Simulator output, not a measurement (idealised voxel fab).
The document below concerns the process module designated voxel wiring stack.
Shown is cross-section cut, with a width of 195 nm and square cells of size 5 nm.
Heads up, the way a cross-section reads in here is a grid of square cells, handed over as bands from the top down, with every band being one or more rows of cells.
Look at the band entry: it leads with the top's height and the bottom's height in nm. Then it lists the materials left to right, with a width in nm for each. The word "throughout" on a single material says that material fills the band edge to edge. The word "empty" is empty space.
Where do heights start? At 0: under that level the wafer as delivered is made of one material only. And the lowest band has no floor; it just carries on downward, as in "0 -> down".
The notation "30 to 40" denotes a width that varies across the rows of cells in the band, beginning at the first number in the top row, finishing at the second number in the bottom row, and changing by an identical amount from each row to the next.
For the purposes of this document, the phrase "same as before" attached to a step denotes that no cell within the cross-section was modified by that step.
In the "Completely sealed voids" entry, you get each enclosed empty space of 8 cells or more, one with no open way to the top, written width x height at distance, distance from the left edge, in nm.
The remark found on a step's line after its settings is issued by the simulator itself and pertains to that step.
You can add "overlay nm" to a step's line. For a step with a mask, it describes how far the mask lay to the right of its planned position, and a negative number describes a lay to the left.

Planned process steps
1: RECEIVE, material Si
2: CONFORMAL_DEP, material SiO2, thk nm 10
3: DIRECTIONAL_DEP, material TiN, thk nm 5
4: DIRECTIONAL_DEP, material W, thk nm 20
5: MASKED_ETCH, tone cover, mask id METAL_1, width nm 25, pitch nm 40, etch materials W, depth nm 20, overlay nm 0
6: MASKED_ETCH, tone cover, mask id METAL_1, width nm 25, pitch nm 40, etch materials TiN, depth nm 5, overlay nm 0
7: CONFORMAL_DEP, material SiN, thk nm 5
8: FILL_DEP, material lowk, thk nm 5
9: CMP, height nm 35
10: CONFORMAL_DEP, material SiCN, thk nm 5
11: DIRECTIONAL_DEP, material lowk, thk nm 15
12: MASKED_ETCH, tone open, mask id PLUG_1, width nm 15, pitch nm 40, etch materials lowk, depth nm 15, overlay nm 0
13: MASKED_ETCH, tone open, mask id PLUG_1, width nm 15, pitch nm 40, etch materials SiCN, depth nm 5, overlay nm 0
14: EPI, material Ru, thk nm 10
15: EPI, material Ru, thk nm 10
16: CONFORMAL_DEP, material SiCN, thk nm 5
17: DIRECTIONAL_DEP, material SiO2, thk nm 20
18: PATTERN, tone open, mask id METAL_2, material resist, width nm 25, pitch nm 40, thk nm 20, overlay nm 0
19: DIRECTIONAL_ETCH, etch materials SiO2, depth nm 20
20: DIRECTIONAL_ETCH, etch materials SiCN, depth nm 5
21: STRIP, etch materials resist
22: CONFORMAL_DEP, material TiN, thk nm 5
23: FILL_DEP, material Ru, thk nm 5
24: CMP, height nm 80
25: CONFORMAL_DEP, material SiCN, thk nm 5

As received (post step 1): cross-section
	0 -> down: Si throughout
	Completely sealed voids: none

Result of the module, cross-sectioned: start per above, plan per above, one error in how it was run
	85 -> 80: SiCN throughout
	80 -> 60: SiO2 25 nm, TiN 5 nm, Ru 15 nm, TiN 5 nm, SiO2 15 nm, TiN 5 nm, Ru 15 nm, TiN 5 nm, SiO2 15 nm, TiN 5 nm, Ru 15 nm, TiN 5 nm, SiO2 15 nm, TiN 5 nm, Ru 15 nm, TiN 5 nm, SiO2 25 nm
	60 -> 55: SiCN 25 nm, TiN 25 nm, SiCN 15 nm, TiN 25 nm, SiCN 15 nm, TiN 25 nm, SiCN 15 nm, TiN 25 nm, SiCN 25 nm
	55 -> 40: lowk 25 nm, Ru 15 nm, lowk 25 nm, Ru 15 nm, lowk 25 nm, Ru 15 nm, lowk 25 nm, Ru 15 nm, lowk 35 nm
	40 -> 35: SiCN 25 nm, Ru 15 nm, SiCN 25 nm, Ru 15 nm, SiCN 25 nm, Ru 15 nm, SiCN 25 nm, Ru 15 nm, SiCN 35 nm
	35 -> 20: lowk 20 nm, SiN 5 nm, W 25 nm, SiN 5 nm, lowk 5 nm, SiN 5 nm, W 25 nm, SiN 5 nm, lowk 5 nm, SiN 5 nm, W 25 nm, SiN 5 nm, lowk 5 nm, SiN 5 nm, W 25 nm, SiN 5 nm, lowk 20 nm
	20 -> 15: SiN 25 nm, W 25 nm, SiN 15 nm, W 25 nm, SiN 15 nm, W 25 nm, SiN 15 nm, W 25 nm, SiN 25 nm
	15 -> 5: SiO2 throughout
	5 -> 0: TiN throughout
	0 -> down: Si throughout
	Completely sealed voids: none
Error vs. plan: so 2 and 3 got swapped relative to the plan, each ran where the other was supposed to
